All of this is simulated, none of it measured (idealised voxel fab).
A process module follows: voxel double patterning.
We display cut, a cross-section 180 nm in width whose square cells are each 5 nm.
Cross-section layout: square cells on a grid; listed as bands, top to bottom; a band spans one or more cell rows.
Top height, bottom height, nm. Materials left to right, width each, nm. Single material + "throughout" = fills band edge to edge. "air" = empty.
Ref level 0: as-received wafer is one material below here. Bottom band extends down with no lower bound ("from 0 down").
When a width is written as two numbers, as in "30 to 40", the first number is the width in the top row of cells of the band and the second is the width in its bottom row, and the width changes by the same amount from each row to the next.
The designation "no alterations made", where it is given for a processing step, indicates that no cell of the cross-section was altered in the course of that step.
"Sealed voids": sealed empty spaces, 8 cells or more, no open way to top, listed width x height at distance, with distance from the left edge and width, height and distance in nm.
Text after the settings on a step's line: the simulator's own remark on that step.
overlay nm: right-of-plan distance of the mask on a masked step; negative values mean left-of-plan.

The planned process steps are enumerated hereunder
step 1: RECEIVE [material Si]
step 2: CONFORMAL_DEP [material SiO2] [thk nm 5]
step 3: DIRECTIONAL_DEP [material W] [thk nm 20]
step 4: DIRECTIONAL_DEP [material SiCN] [thk nm 5]
step 5: MASKED_ETCH [tone open] [mask id FIRST] [width nm 15] [pitch nm 50] [etch materials SiCN] [depth nm 5] [overlay nm 0]
step 6: PATTERN [tone open] [mask id SECOND] [material resist] [width nm 15] [pitch nm 50] [thk nm 15] [overlay nm 0]
step 7: DIRECTIONAL_ETCH [etch materials SiCN] [depth nm 5]
step 8: STRIP [etch materials resist]
step 9: DIRECTIONAL_ETCH [etch materials W] [depth nm 20]
step 10: STRIP [etch materials SiCN]

Cross-section of the wafer at receipt, which is the condition after step 1
* from 0 down = Si throughout
* Sealed voids: none

Cross-section at module end, one run error; start and plan unchanged from above
* from 45 to 25 = W: 30 / air: 15 / W: 10 / air: 15 / W: 10 / air: 15 / W: 10 / air: 15 / W: 10 / air: 15 / W: 35
* from 25 to 5 = W throughout
* from 5 to 0 = SiO2 throughout
* from 0 down = Si throughout
* Sealed voids: none
Plan not followed: heads up, step 3 of the plan got done twice
